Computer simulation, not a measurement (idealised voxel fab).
You're looking at the process module voxel spacer lines.
Shown is cross-section cut, with a width of 175 nm and square cells of size 5 nm.
Throughout this document, each cross-section is represented as a grid of square cells and is presented as a sequence of bands enumerated from the top downward, where a band comprises one or more rows of cells.
Top height, bottom height, nm. Materials left to right, width each, nm. Single material + "all across" = fills band edge to edge. "empty" = empty.
Heights from 0 (as-received wafer is one material below). Bottom band endless downward, as "top 0, no bottom".
A width such as "30..40" changes by the same amount from each row of cells to the next, from the band's top row to its bottom row.
It should be understood that the words "stayed the same", when stated for a given step, signify that the cross-section underwent no change in any of its cells during that step.
"Unvented internal voids" means: voids of 8 cells or more that are shut off from the top with no open way through. Written width x height at distance, distance from the left edge, in nm.
Post-settings text on a step line: simulator's own remark regarding the step.
The line of a step may include "overlay nm". On a step with a mask, this value is how far to the right of its planned place the mask lay. A negative value means the mask lay to the left.

Process steps (planned)
1,RECEIVE, material Si
2,CONFORMAL_DEP, material Al2O3, thk nm 10
3,DIRECTIONAL_DEP, material polySi, thk nm 20
4,DIRECTIONAL_DEP, material aC, thk nm 30
5,PATTERN, tone cover, mask id MANDREL, material resist, width nm 20, pitch nm 60, thk nm 40, overlay nm 0
6,DIRECTIONAL_ETCH, etch materials aC, depth nm 30
7,STRIP, etch materials resist
8,CONFORMAL_DEP, material SiN, thk nm 10
9,DIRECTIONAL_ETCH, etch materials SiN, depth nm 10
10,STRIP, etch materials aC
11,DIRECTIONAL_ETCH, etch materials polySi, depth nm 20
12,STRIP, etch materials SiN
13,FILL_DEP, material SiO2, thk nm 5
14,CMP, height nm 30

Shown in cross-section is the wafer as received, that is, as it stands after step 1
- top 0, no bottom = Si all across
- Unvented internal voids: none

Post-module cross-section: identical start and plan to those above, one misstep in execution
- top 30, bottom 10 = 45 of SiO2  10 of polySi  20 of SiO2  10 of polySi  20 of SiO2  10 of polySi  20 of SiO2  10 of polySi  30 of SiO2
- top 10, bottom 0 = Al2O3 all across
- top 0, no bottom = Si all across
- Unvented internal voids: none
Against the plan, the run slipped here: step 5: run off-plan, actual operation and settings PATTERN, tone cover, mask id MANDREL, material resist, width nm 20, pitch nm 60, thk nm 40, overlay nm 10
